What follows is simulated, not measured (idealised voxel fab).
Process module, titled voxel self aligned vias
Displayed cross-section: cut, width of 205 nm, square cells sized 5 nm.
Think of the cross-section as a grid of square cells. We describe it in bands, top to bottom, and each band covers one or more rows of those cells.
Look at the band entry: it leads with the top's height and the bottom's height in nm. Then it lists the materials left to right, with a width in nm for each. The word "all across" on a single material says that material fills the band edge to edge. The word "blank" is empty space.
The level at which height equals 0 is the one under which the wafer, as it arrives, is entirely one material. No lower edge exists for the bottom band, which continues downward and is notated as in "from 0 down".
Quick explanation for "30 to 40": the width changes in equal steps down the rows of cells, from the first number in the band's top row to the second number in its bottom row.
"no alterations made", as given for a step, is the statement that not any cell of the cross-section underwent a change during that step.
In "Cavities, sealed" the enclosed voids are listed, meaning empty spaces of 8 cells or larger without any opening to the top. The form is width x height at distance, distance from the left edge, units nm.
Where a step's line continues beyond its settings, the continuation is a remark by the simulator itself on that step.
"overlay nm" denotes, for a step that has a mask, the displacement of the mask to the right of its planned place, with negative values corresponding to the left.
The planned process steps are enumerated hereunder:
1: op RECEIVE | material Si
2: op CONFORMAL_DEP | material SiO2 | thk nm 10
3: op CONFORMAL_DEP | material SiCN | thk nm 5
4: op DIRECTIONAL_DEP | material lowk | thk nm 30
5: op MASKED_ETCH | tone open | mask id LINES | width nm 20 | pitch nm 65 | etch materials lowk | depth nm 30 | overlay nm 0
6: op CONFORMAL_DEP | material TiN | thk nm 5
7: op FILL_DEP | material W | thk nm 5
8: op CMP | height nm 45
9: op SELECTIVE_ETCH | etch materials W Ru TiN | depth nm 5
10: op FILL_DEP | material SiN | thk nm 5
11: op CMP | height nm 45
12: op DIRECTIONAL_DEP | material lowk | thk nm 15
13: op PATTERN | tone open | mask id VIAS | material resist | width nm 40 | pitch nm 65 | thk nm 20 | overlay nm 0
14: op DIRECTIONAL_ETCH | etch materials lowk | depth nm 15
15: op DIRECTIONAL_ETCH | etch materials SiN | depth nm 5
16: op STRIP | etch materials resist
17: op CONFORMAL_DEP | material TiN | thk nm 5
18: op FILL_DEP | material Cu | thk nm 10
19: op CMP | height nm 60
20: op CONFORMAL_DEP | material SiCN | thk nm 5
Cross-sectional view of the wafer in its as-received condition, corresponding to the state after step 1:
  from 0 down = Si all across
  Cavities, sealed: none
Result of the module, cross-sectioned: start per above, plan per above, one error in how it was run:
  from 65 to 60 = SiCN all across
  from 60 to 45 = lowk 15 / TiN 5 / Cu 30 / TiN 5 / lowk 25 / TiN 5 / Cu 30 / TiN 5 / lowk 25 / TiN 5 / Cu 30 / TiN 5 / lowk 20
  from 45 to 40 = lowk 15 / TiN 40 / lowk 25 / TiN 40 / lowk 25 / TiN 40 / lowk 20
  from 40 to 30 = lowk 15 / TiN 15 / W 10 / TiN 15 / lowk 25 / TiN 15 / W 10 / TiN 15 / lowk 25 / TiN 15 / W 10 / TiN 15 / lowk 20
  from 30 to 20 = lowk 25 / TiN 5 / W 10 / TiN 5 / lowk 45 / TiN 5 / W 10 / TiN 5 / lowk 45 / TiN 5 / W 10 / TiN 5 / lowk 30
  from 20 to 15 = lowk 25 / TiN 20 / lowk 45 / TiN 20 / lowk 45 / TiN 20 / lowk 30
  from 15 to 10 = SiCN all across
  from 10 to 0 = SiO2 all across
  from 0 down = Si all across
  Cavities, sealed: none
What went wrong in running the wafer? step 14 of the plan was performed twice
